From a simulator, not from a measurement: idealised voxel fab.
process module | voxel transistor to metal
cross-section cut | 170 nm wide | cells 5 nm
A cross-section is a grid of square cells, given in bands from the top down. A band is one or more rows of cells.
Each band's line starts with the height of the band's top and of its bottom, in nm. Then come its materials from left to right, each with its width in nm. One material with "throughout" fills the band from edge to edge. "air" is empty space.
Height 0 is the level under which the wafer as received is all one material. The lowest band goes on downwards, as in "0 down".
A width such as "30 to 40" changes by the same amount from each row of cells to the next, from the band's top row to its bottom row.
"no change" after a step means that no cell of the cross-section changed.
closed voids: empty space of 8 cells or more with no open way to the top, each as width x height at its distance from the left edge, in nm
after a step's settings: what the simulator itself notes on the step
overlay nm, on a step with a mask: how far to the right of its planned place the mask lay; to the left if negative
plan
1 op RECEIVE | material Si
2 op OXIDIZE | depth nm 5
3 op CONFORMAL_DEP | material SiN | thk nm 10
4 op MASKED_ETCH | tone cover | mask id ACTIVE | width nm 100 | etch materials SiN | depth nm 10 | overlay nm 0
5 op MASKED_ETCH | tone cover | mask id ACTIVE | width nm 100 | etch materials SiO2 | depth nm 5 | overlay nm 0
6 op MASKED_ETCH | tone cover | mask id ACTIVE | width nm 100 | etch materials Si | depth nm 30 | overlay nm 0
7 op FILL_DEP | material SiO2 | thk nm 10
8 op CMP | height nm 10
9 op SELECTIVE_ETCH | etch materials SiO2 | depth nm 10
10 op STRIP | etch materials SiN
11 op SELECTIVE_ETCH | etch materials SiO2 | depth nm 5
12 op OXIDIZE | depth nm 5
13 op DIRECTIONAL_DEP | material polySi | thk nm 30
14 op DIRECTIONAL_DEP | material SiCN | thk nm 10
15 op PATTERN | tone cover | mask id GATE | material resist | width nm 30 | thk nm 15 | overlay nm 0
16 op DIRECTIONAL_ETCH | etch materials SiCN | depth nm 20
17 op DIRECTIONAL_ETCH | etch materials polySi | depth nm 40
18 op STRIP | etch materials resist
19 op CONFORMAL_DEP | material SiO2 | thk nm 5
20 op DIRECTIONAL_ETCH | etch materials SiO2 | depth nm 5
21 op CONFORMAL_DEP | material SiN | thk nm 10
22 op DIRECTIONAL_ETCH | etch materials SiN | depth nm 10
23 op DIRECTIONAL_ETCH | etch materials SiO2 | depth nm 5
24 op DIRECTIONAL_ETCH | etch materials Si | depth nm 10
25 op EPI | material nSi | thk nm 10
26 op FILL_DEP | material SiO2 | thk nm 10
27 op CMP | height nm 25
28 op STRIP | etch materials polySi
29 op SELECTIVE_ETCH | etch materials SiO2 | depth nm 5
30 op CONFORMAL_DEP | material HfO2 | thk nm 5
31 op CONFORMAL_DEP | material TiN | thk nm 5
32 op FILL_DEP | material W | thk nm 10
33 op CMP | height nm 20
34 op DIRECTIONAL_DEP | material SiO2 | thk nm 15
35 op PATTERN | tone open | mask id CONTACT | material resist | width nm 15 | pitch nm 75 | thk nm 20 | overlay nm 0
36 op DIRECTIONAL_ETCH | etch materials SiO2 | depth nm 45
37 op STRIP | etch materials resist
38 op CONFORMAL_DEP | material TiN | thk nm 5
39 op FILL_DEP | material W | thk nm 5
40 op CMP | height nm 35
41 op CONFORMAL_DEP | material SiN | thk nm 5
42 op DIRECTIONAL_DEP | material lowk | thk nm 20
43 op MASKED_ETCH | tone open | mask id METAL_1 | width nm 15 | pitch nm 75 | etch materials lowk | depth nm 20 | overlay nm 0
44 op MASKED_ETCH | tone open | mask id METAL_1 | width nm 15 | pitch nm 75 | etch materials SiN | depth nm 5 | overlay nm 0
45 op CONFORMAL_DEP | material TiN | thk nm 5
46 op FILL_DEP | material Ru | thk nm 10
47 op CMP | height nm 60
48 op EPI | material Ru | thk nm 5
49 op FILL_DEP | material SiCN | thk nm 5
50 op DIRECTIONAL_DEP | material lowk | thk nm 25
51 op MASKED_ETCH | tone open | mask id METAL_2 | width nm 15 | pitch nm 75 | etch materials lowk | depth nm 15 | overlay nm 0
52 op MASKED_ETCH | tone open | mask id METAL_2_HOLES | width nm 15 | pitch nm 75 | etch materials lowk | depth nm 10 | overlay nm 0
53 op MASKED_ETCH | tone open | mask id METAL_2_HOLES | width nm 15 | pitch nm 75 | etch materials SiCN | depth nm 5 | overlay nm 0
54 op CONFORMAL_DEP | material TiN | thk nm 5
55 op FILL_DEP | material Cu | thk nm 10
56 op CMP | height nm 95
57 op CONFORMAL_DEP | material SiCN | thk nm 5
as received, after step 1
  0 down: Si throughout
  closed voids: none
first wafer at the end, as planned
  100 to 95: SiCN throughout
  95 to 70: lowk 40 | TiN 5 | Cu 5 | TiN 5 | lowk 60 | TiN 5 | Cu 5 | TiN 5 | lowk 40
  70 to 65: SiCN 40 | TiN 15 | SiCN 60 | TiN 15 | SiCN 40
  65 to 60: SiCN 35 | Ru 25 | SiCN 50 | Ru 25 | SiCN 35
  60 to 40: lowk 40 | TiN 5 | Ru 5 | TiN 5 | lowk 60 | TiN 5 | Ru 5 | TiN 5 | lowk 40
  40 to 35: SiN 40 | TiN 15 | SiN 60 | TiN 15 | SiN 40
  35 to 20: SiO2 40 | TiN 5 | W 5 | TiN 5 | SiO2 60 | TiN 5 | W 5 | TiN 5 | SiO2 40
  20 to 5: SiO2 40 | TiN 5 | W 5 | TiN 5 | SiN 10 | HfO2 5 | TiN 5 | W 20 | TiN 5 | HfO2 5 | SiN 10 | TiN 5 | W 5 | TiN 5 | SiO2 40
  5 to 0: SiO2 40 | TiN 15 | SiN 10 | HfO2 5 | TiN 5 | W 20 | TiN 5 | HfO2 5 | SiN 10 | TiN 15 | SiO2 40
  0 to -5: SiO2 40 | TiN 5 | nSi 10 | SiN 10 | HfO2 5 | TiN 30 | HfO2 5 | SiN 10 | nSi 10 | TiN 5 | SiO2 40
  -5 to -10: SiO2 40 | TiN 5 | nSi 10 | SiO2 10 | HfO2 40 | SiO2 10 | nSi 10 | TiN 5 | SiO2 40
  -10 to -20: SiO2 35 | nSi 20 | Si 60 | nSi 20 | SiO2 35
  -20 to -35: SiO2 35 | Si 100 | SiO2 35
  -35 down: Si throughout
  closed voids: none
second wafer at the end: like start, like plan, one mistake
  100 to 95: SiCN throughout
  95 to 90: SiCN 40 | TiN 15 | SiCN 60 | TiN 15 | SiCN 40
  90 to 85: SiCN 35 | lowk 25 | SiCN 50 | lowk 25 | SiCN 35
  85 to 65: lowk throughout
  65 to 60: lowk 35 | Ru 25 | lowk 50 | Ru 25 | lowk 35
  60 to 40: lowk 40 | TiN 5 | Ru 5 | TiN 5 | lowk 60 | TiN 5 | Ru 5 | TiN 5 | lowk 40
  40 to 35: SiN 40 | TiN 15 | SiN 60 | TiN 15 | SiN 40
  35 to 20: SiO2 40 | TiN 5 | W 5 | TiN 5 | SiO2 60 | TiN 5 | W 5 | TiN 5 | SiO2 40
  20 to 5: SiO2 40 | TiN 5 | W 5 | TiN 5 | SiN 10 | HfO2 5 | TiN 5 | W 20 | TiN 5 | HfO2 5 | SiN 10 | TiN 5 | W 5 | TiN 5 | SiO2 40
  5 to 0: SiO2 40 | TiN 15 | SiN 10 | HfO2 5 | TiN 5 | W 20 | TiN 5 | HfO2 5 | SiN 10 | TiN 15 | SiO2 40
  0 to -5: SiO2 40 | TiN 5 | nSi 10 | SiN 10 | HfO2 5 | TiN 30 | HfO2 5 | SiN 10 | nSi 10 | TiN 5 | SiO2 40
  -5 to -10: SiO2 40 | TiN 5 | nSi 10 | SiO2 10 | HfO2 40 | SiO2 10 | nSi 10 | TiN 5 | SiO2 40
  -10 to -20: SiO2 35 | nSi 20 | Si 60 | nSi 20 | SiO2 35
  -20 to -35: SiO2 35 | Si 100 | SiO2 35
  -35 down: Si throughout
  closed voids: none
what went wrong: steps 49 and 50 were swapped
at the end the second wafer has, in cells: 10 fewer of Cu | 20 fewer of TiN | 30 more of lowk
